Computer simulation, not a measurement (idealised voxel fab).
Documented hereafter: the process module known as voxel wiring stack.
It is cross-section cut that appears here, measuring 150 nm in width, its square cells being 5 nm in size.
Format of a cross-section: grid, square cells. Given as bands. Order: top down. Band: one or more rows of cells.
This entry defines a band. It first specifies the height of the band's top and the height of its bottom in nm, and then specifies the band's materials from left to right, stating each material with its width in nm. The word "throughout" identifies a single material that fills the band from edge to edge, while the word "blank" identifies empty space.
Where do heights start? At 0: under that level the wafer as delivered is made of one material only. And the lowest band has no floor; it just carries on downward, as in "from 0 down".
Quick explanation for "30 to 40": the width changes in equal steps down the rows of cells, from the first number in the band's top row to the second number in its bottom row.
The designation "same as before", where it is given for a processing step, indicates that no cell of the cross-section was altered in the course of that step.
Enclosed voids (no open way to top), threshold 8 cells or more, entry "Closed void catalog", notation width x height at distance, distance from left edge, nm.
after a step's settings: what the simulator itself notes on the step
A step line may carry the setting "overlay nm", which, for steps involving a mask, states the distance by which the mask lay to the right of its intended position; negative values denote displacement to the left.

So here's the lineup of process steps we planned:
1) RECEIVE, material Si
2) CONFORMAL_DEP, material SiO2, thk nm 10
3) DIRECTIONAL_DEP, material TiN, thk nm 5
4) DIRECTIONAL_DEP, material W, thk nm 20
5) DIRECTIONAL_DEP, material aC, thk nm 15
6) PATTERN, tone cover, mask id METAL_1, material resist, width nm 30, pitch nm 50, thk nm 30, overlay nm 0
7) DIRECTIONAL_ETCH, etch materials aC, depth nm 15
8) STRIP, etch materials resist
9) DIRECTIONAL_ETCH, etch materials W, depth nm 20
10) DIRECTIONAL_ETCH, etch materials TiN, depth nm 5
11) STRIP, etch materials aC
12) CONFORMAL_DEP, material SiCN, thk nm 5
13) FILL_DEP, material SiO2, thk nm 5
14) CMP, height nm 35
15) CONFORMAL_DEP, material SiCN, thk nm 5
16) DIRECTIONAL_DEP, material lowk, thk nm 20
17) MASKED_ETCH, tone open, mask id PLUG_1, width nm 15, etch materials lowk, depth nm 20, overlay nm 0
18) MASKED_ETCH, tone open, mask id PLUG_1, width nm 15, etch materials SiCN, depth nm 5, overlay nm 0
19) CONFORMAL_DEP, material TiN, thk nm 5
20) FILL_DEP, material Cu, thk nm 5
21) CMP, height nm 60
22) CONFORMAL_DEP, material SiCN, thk nm 5
23) DIRECTIONAL_DEP, material lowk, thk nm 20
24) MASKED_ETCH, tone open, mask id METAL_2, width nm 30, pitch nm 50, etch materials lowk, depth nm 20, overlay nm 0
25) MASKED_ETCH, tone open, mask id METAL_2, width nm 30, pitch nm 50, etch materials SiCN, depth nm 5, overlay nm 0
26) CONFORMAL_DEP, material TiN, thk nm 5
27) FILL_DEP, material Ru, thk nm 5
28) CMP, height nm 85
29) CONFORMAL_DEP, material SiCN, thk nm 5
30) DIRECTIONAL_DEP, material SiO2, thk nm 10
31) PATTERN, tone open, mask id PLUG_2, material resist, width nm 15, pitch nm 50, thk nm 20, overlay nm 0
32) DIRECTIONAL_ETCH, etch materials SiO2, depth nm 10
33) DIRECTIONAL_ETCH, etch materials SiCN, depth nm 5
34) STRIP, etch materials resist
35) CONFORMAL_DEP, material TiN, thk nm 5
36) FILL_DEP, material Ru, thk nm 10
37) CMP, height nm 100
38) CONFORMAL_DEP, material SiN, thk nm 5
39) DIRECTIONAL_DEP, material SiO2, thk nm 25
40) PATTERN, tone open, mask id METAL_3, material resist, width nm 30, pitch nm 50, thk nm 20, overlay nm 0
41) DIRECTIONAL_ETCH, etch materials SiO2, depth nm 25
42) DIRECTIONAL_ETCH, etch materials SiN, depth nm 5
43) STRIP, etch materials resist
44) CONFORMAL_DEP, material TiN, thk nm 5
45) FILL_DEP, material Cu, thk nm 5
46) CMP, height nm 130
47) CONFORMAL_DEP, material SiCN, thk nm 5

Below: the first of two wafers, run as planned:

Delivered wafer in cross-section: state after step 1:
    from 0 down: Si throughout
    Closed void catalog: none

Cross-section of the wafer subsequent to step 2:
    from 10 to 0: SiO2 throughout
    No changes below 0.

Cross-section of the wafer subsequent to step 3:
    from 15 to 10: TiN throughout
    No changes below 10.

Cross-section of the wafer subsequent to step 4:
    from 35 to 15: W throughout
    No changes below 15.

Cross-section of the wafer subsequent to step 5:
    from 50 to 35: aC throughout
    No changes below 35.

Cross-section of the wafer subsequent to step 6:
    from 80 to 50: blank 35 nm  resist 30 nm  blank 20 nm  resist 30 nm  blank 35 nm
    No changes below 50.

Cross-section of the wafer subsequent to step 7:
    from 65 to 50: blank 35 nm  resist 30 nm  blank 20 nm  resist 30 nm  blank 35 nm
    from 50 to 35: blank 35 nm  aC 30 nm  blank 20 nm  aC 30 nm  blank 35 nm
    No changes below 35.

Cross-section of the wafer subsequent to step 8:
    from 50 to 35: blank 35 nm  aC 30 nm  blank 20 nm  aC 30 nm  blank 35 nm
    No changes below 35.

Cross-section of the wafer subsequent to step 9:
    from 50 to 35: blank 35 nm  aC 30 nm  blank 20 nm  aC 30 nm  blank 35 nm
    from 35 to 15: blank 35 nm  W 30 nm  blank 20 nm  W 30 nm  blank 35 nm
    No changes below 15.

Cross-section of the wafer subsequent to step 10:
    from 50 to 35: blank 35 nm  aC 30 nm  blank 20 nm  aC 30 nm  blank 35 nm
    from 35 to 15: blank 35 nm  W 30 nm  blank 20 nm  W 30 nm  blank 35 nm
    from 15 to 10: blank 35 nm  TiN 30 nm  blank 20 nm  TiN 30 nm  blank 35 nm
    No changes below 10.

Cross-section of the wafer subsequent to step 11:
    from 35 to 15: blank 35 nm  W 30 nm  blank 20 nm  W 30 nm  blank 35 nm
    No changes below 15.

Cross-section of the wafer subsequent to step 12:
    from 40 to 35: blank 30 nm  SiCN 40 nm  blank 10 nm  SiCN 40 nm  blank 30 nm
    from 35 to 15: blank 30 nm  SiCN 5 nm  W 30 nm  SiCN 5 nm  blank 10 nm  SiCN 5 nm  W 30 nm  SiCN 5 nm  blank 30 nm
    from 15 to 10: SiCN 35 nm  TiN 30 nm  SiCN 20 nm  TiN 30 nm  SiCN 35 nm
    No changes below 10.

Cross-section of the wafer subsequent to step 13:
    from 45 to 40: SiO2 throughout
    from 40 to 35: SiO2 30 nm  SiCN 40 nm  SiO2 10 nm  SiCN 40 nm  SiO2 30 nm
    from 35 to 15: SiO2 30 nm  SiCN 5 nm  W 30 nm  SiCN 5 nm  SiO2 10 nm  SiCN 5 nm  W 30 nm  SiCN 5 nm  SiO2 30 nm
    No changes below 15.

Cross-section of the wafer subsequent to step 14:
    from 35 to 15: SiO2 30 nm  SiCN 5 nm  W 30 nm  SiCN 5 nm  SiO2 10 nm  SiCN 5 nm  W 30 nm  SiCN 5 nm  SiO2 30 nm
    No changes below 15.

Cross-section of the wafer subsequent to step 15:
    from 40 to 35: SiCN throughout
    No changes below 35.

Cross-section of the wafer subsequent to step 16:
    from 60 to 40: lowk throughout
    No changes below 40.

Cross-section of the wafer subsequent to step 17:
    from 60 to 40: lowk 35 nm  blank 15 nm  lowk 100 nm
    No changes below 40.

Cross-section of the wafer subsequent to step 18:
    from 60 to 40: lowk 35 nm  blank 15 nm  lowk 100 nm
    from 40 to 35: SiCN 35 nm  blank 15 nm  SiCN 100 nm
    No changes below 35.

Cross-section of the wafer subsequent to step 19:
    from 65 to 60: TiN 40 nm  blank 5 nm  TiN 105 nm
    from 60 to 40: lowk 35 nm  TiN 5 nm  blank 5 nm  TiN 5 nm  lowk 100 nm
    from 40 to 35: SiCN 35 nm  TiN 15 nm  SiCN 100 nm
    No changes below 35.

Cross-section of the wafer subsequent to step 20:
    from 70 to 65: Cu throughout
    from 65 to 60: TiN 40 nm  Cu 5 nm  TiN 105 nm
    from 60 to 40: lowk 35 nm  TiN 5 nm  Cu 5 nm  TiN 5 nm  lowk 100 nm
    No changes below 40.

Cross-section of the wafer subsequent to step 21:
    from 60 to 40: lowk 35 nm  TiN 5 nm  Cu 5 nm  TiN 5 nm  lowk 100 nm
    No changes below 40.

Cross-section of the wafer subsequent to step 22:
    from 65 to 60: SiCN throughout
    No changes below 60.

Cross-section of the wafer subsequent to step 23:
    from 85 to 65: lowk throughout
    No changes below 65.

Cross-section of the wafer subsequent to step 24:
    from 85 to 65: lowk 35 nm  blank 30 nm  lowk 20 nm  blank 30 nm  lowk 35 nm
    No changes below 65.

Cross-section of the wafer subsequent to step 25:
    from 85 to 65: lowk 35 nm  blank 30 nm  lowk 20 nm  blank 30 nm  lowk 35 nm
    from 65 to 60: SiCN 35 nm  blank 30 nm  SiCN 20 nm  blank 30 nm  SiCN 35 nm
    No changes below 60.

Cross-section of the wafer subsequent to step 26:
    from 90 to 85: TiN 40 nm  blank 20 nm  TiN 30 nm  blank 20 nm  TiN 40 nm
    from 85 to 65: lowk 35 nm  TiN 5 nm  blank 20 nm  TiN 5 nm  lowk 20 nm  TiN 5 nm  blank 20 nm  TiN 5 nm  lowk 35 nm
    from 65 to 60: SiCN 35 nm  TiN 30 nm  SiCN 20 nm  TiN 30 nm  SiCN 35 nm
    No changes below 60.

Cross-section of the wafer subsequent to step 27:
    from 95 to 90: Ru throughout
    from 90 to 85: TiN 40 nm  Ru 20 nm  TiN 30 nm  Ru 20 nm  TiN 40 nm
    from 85 to 65: lowk 35 nm  TiN 5 nm  Ru 20 nm  TiN 5 nm  lowk 20 nm  TiN 5 nm  Ru 20 nm  TiN 5 nm  lowk 35 nm
    No changes below 65.

Cross-section of the wafer subsequent to step 28:
    from 85 to 65: lowk 35 nm  TiN 5 nm  Ru 20 nm  TiN 5 nm  lowk 20 nm  TiN 5 nm  Ru 20 nm  TiN 5 nm  lowk 35 nm
    No changes below 65.

Cross-section of the wafer subsequent to step 29:
    from 90 to 85: SiCN throughout
    No changes below 85.

Cross-section of the wafer subsequent to step 30:
    from 100 to 90: SiO2 throughout
    No changes below 90.

Cross-section of the wafer subsequent to step 31:
    from 120 to 100: resist 35 nm  blank 15 nm  resist 35 nm  blank 15 nm  resist 50 nm
    No changes below 100.

Cross-section of the wafer subsequent to step 32:
    from 120 to 100: resist 35 nm  blank 15 nm  resist 35 nm  blank 15 nm  resist 50 nm
    from 100 to 90: SiO2 35 nm  blank 15 nm  SiO2 35 nm  blank 15 nm  SiO2 50 nm
    No changes below 90.

Cross-section of the wafer subsequent to step 33:
    from 120 to 100: resist 35 nm  blank 15 nm  resist 35 nm  blank 15 nm  resist 50 nm
    from 100 to 90: SiO2 35 nm  blank 15 nm  SiO2 35 nm  blank 15 nm  SiO2 50 nm
    from 90 to 85: SiCN 35 nm  blank 15 nm  SiCN 35 nm  blank 15 nm  SiCN 50 nm
    No changes below 85.

Cross-section of the wafer subsequent to step 34:
    from 100 to 90: SiO2 35 nm  blank 15 nm  SiO2 35 nm  blank 15 nm  SiO2 50 nm
    No changes below 90.

Cross-section of the wafer subsequent to step 35:
    from 105 to 100: TiN 40 nm  blank 5 nm  TiN 45 nm  blank 5 nm  TiN 55 nm
    from 100 to 90: SiO2 35 nm  TiN 5 nm  blank 5 nm  TiN 5 nm  SiO2 35 nm  TiN 5 nm  blank 5 nm  TiN 5 nm  SiO2 50 nm
    from 90 to 85: SiCN 35 nm  TiN 15 nm  SiCN 35 nm  TiN 15 nm  SiCN 50 nm
    No changes below 85.

Cross-section of the wafer subsequent to step 36:
    from 115 to 105: Ru throughout
    from 105 to 100: TiN 40 nm  Ru 5 nm  TiN 45 nm  Ru 5 nm  TiN 55 nm
    from 100 to 90: SiO2 35 nm  TiN 5 nm  Ru 5 nm  TiN 5 nm  SiO2 35 nm  TiN 5 nm  Ru 5 nm  TiN 5 nm  SiO2 50 nm
    No changes below 90.

Cross-section of the wafer subsequent to step 37:
    from 100 to 90: SiO2 35 nm  TiN 5 nm  Ru 5 nm  TiN 5 nm  SiO2 35 nm  TiN 5 nm  Ru 5 nm  TiN 5 nm  SiO2 50 nm
    No changes below 90.

Cross-section of the wafer subsequent to step 38:
    from 105 to 100: SiN throughout
    No changes below 100.

Cross-section of the wafer subsequent to step 39:
    from 130 to 105: SiO2 throughout
    No changes below 105.

Cross-section of the wafer subsequent to step 40:
    from 150 to 130: resist 35 nm  blank 30 nm  resist 20 nm  blank 30 nm  resist 35 nm
    No changes below 130.

Cross-section of the wafer subsequent to step 41:
    from 150 to 130: resist 35 nm  blank 30 nm  resist 20 nm  blank 30 nm  resist 35 nm
    from 130 to 105: SiO2 35 nm  blank 30 nm  SiO2 20 nm  blank 30 nm  SiO2 35 nm
    No changes below 105.

Cross-section of the wafer subsequent to step 42:
    from 150 to 130: resist 35 nm  blank 30 nm  resist 20 nm  blank 30 nm  resist 35 nm
    from 130 to 105: SiO2 35 nm  blank 30 nm  SiO2 20 nm  blank 30 nm  SiO2 35 nm
    from 105 to 100: SiN 35 nm  blank 30 nm  SiN 20 nm  blank 30 nm  SiN 35 nm
    No changes below 100.

Cross-section of the wafer subsequent to step 43:
    from 130 to 105: SiO2 35 nm  blank 30 nm  SiO2 20 nm  blank 30 nm  SiO2 35 nm
    No changes below 105.

Cross-section of the wafer subsequent to step 44:
    from 135 to 130: TiN 40 nm  blank 20 nm  TiN 30 nm  blank 20 nm  TiN 40 nm
    from 130 to 105: SiO2 35 nm  TiN 5 nm  blank 20 nm  TiN 5 nm  SiO2 20 nm  TiN 5 nm  blank 20 nm  TiN 5 nm  SiO2 35 nm
    from 105 to 100: SiN 35 nm  TiN 30 nm  SiN 20 nm  TiN 30 nm  SiN 35 nm
    No changes below 100.

Cross-section of the wafer subsequent to step 45:
    from 140 to 135: Cu throughout
    from 135 to 130: TiN 40 nm  Cu 20 nm  TiN 30 nm  Cu 20 nm  TiN 40 nm
    from 130 to 105: SiO2 35 nm  TiN 5 nm  Cu 20 nm  TiN 5 nm  SiO2 20 nm  TiN 5 nm  Cu 20 nm  TiN 5 nm  SiO2 35 nm
    No changes below 105.

Cross-section of the wafer subsequent to step 46:
    from 130 to 105: SiO2 35 nm  TiN 5 nm  Cu 20 nm  TiN 5 nm  SiO2 20 nm  TiN 5 nm  Cu 20 nm  TiN 5 nm  SiO2 35 nm
    No changes below 105.

Cross-section of the wafer subsequent to step 47:
    from 135 to 130: SiCN throughout
    No changes below 130.

The second wafer: identical to the first at the outset and in its planned sequence, differing only in that one mistake was made during processing; up to and including step 35, its path is the first wafer's path:

Look at the second wafer in cross-section at the time step 36 ought to have finished:
    from 125 to 105: Ru throughout
    from 105 to 100: TiN 40 nm  Ru 5 nm  TiN 45 nm  Ru 5 nm  TiN 55 nm
    from 100 to 90: SiO2 35 nm  TiN 5 nm  Ru 5 nm  TiN 5 nm  SiO2 35 nm  TiN 5 nm  Ru 5 nm  TiN 5 nm  SiO2 50 nm
    No changes below 90.

Look at the second wafer in cross-section at the time step 37 ought to have finished:
    from 100 to 90: SiO2 35 nm  TiN 5 nm  Ru 5 nm  TiN 5 nm  SiO2 35 nm  TiN 5 nm  Ru 5 nm  TiN 5 nm  SiO2 50 nm
    No changes below 90.

Look at the second wafer in cross-section at the time step 38 ought to have finished:
    from 105 to 100: SiN throughout
    No changes below 100.

Look at the second wafer in cross-section at the time step 39 ought to have finished:
    from 130 to 105: SiO2 throughout
    No changes below 105.

Look at the second wafer in cross-section at the time step 40 ought to have finished:
    from 150 to 130: resist 35 nm  blank 30 nm  resist 20 nm  blank 30 nm  resist 35 nm
    No changes below 130.

Look at the second wafer in cross-section at the time step 41 ought to have finished:
    from 150 to 130: resist 35 nm  blank 30 nm  resist 20 nm  blank 30 nm  resist 35 nm
    from 130 to 105: SiO2 35 nm  blank 30 nm  SiO2 20 nm  blank 30 nm  SiO2 35 nm
    No changes below 105.

Look at the second wafer in cross-section at the time step 42 ought to have finished:
    from 150 to 130: resist 35 nm  blank 30 nm  resist 20 nm  blank 30 nm  resist 35 nm
    from 130 to 105: SiO2 35 nm  blank 30 nm  SiO2 20 nm  blank 30 nm  SiO2 35 nm
    from 105 to 100: SiN 35 nm  blank 30 nm  SiN 20 nm  blank 30 nm  SiN 35 nm
    No changes below 100.

Look at the second wafer in cross-section at the time step 43 ought to have finished:
    from 130 to 105: SiO2 35 nm  blank 30 nm  SiO2 20 nm  blank 30 nm  SiO2 35 nm
    No changes below 105.

Look at the second wafer in cross-section at the time step 44 ought to have finished:
    from 135 to 130: TiN 40 nm  blank 20 nm  TiN 30 nm  blank 20 nm  TiN 40 nm
    from 130 to 105: SiO2 35 nm  TiN 5 nm  blank 20 nm  TiN 5 nm  SiO2 20 nm  TiN 5 nm  blank 20 nm  TiN 5 nm  SiO2 35 nm
    from 105 to 100: SiN 35 nm  TiN 30 nm  SiN 20 nm  TiN 30 nm  SiN 35 nm
    No changes below 100.

Look at the second wafer in cross-section at the time step 45 ought to have finished:
    from 140 to 135: Cu throughout
    from 135 to 130: TiN 40 nm  Cu 20 nm  TiN 30 nm  Cu 20 nm  TiN 40 nm
    from 130 to 105: SiO2 35 nm  TiN 5 nm  Cu 20 nm  TiN 5 nm  SiO2 20 nm  TiN 5 nm  Cu 20 nm  TiN 5 nm  SiO2 35 nm
    No changes below 105.

Look at the second wafer in cross-section at the time step 46 ought to have finished:
    from 130 to 105: SiO2 35 nm  TiN 5 nm  Cu 20 nm  TiN 5 nm  SiO2 20 nm  TiN 5 nm  Cu 20 nm  TiN 5 nm  SiO2 35 nm
    No changes below 105.

Look at the second wafer in cross-section at the time step 47 ought to have finished:
    from 135 to 130: SiCN throughout
    No changes below 130.
Deviation from plan: execution of plan step 36 occurred twice
At process end the two wafers are indistinguishable in cross-section, so the error does not change what this model computes.
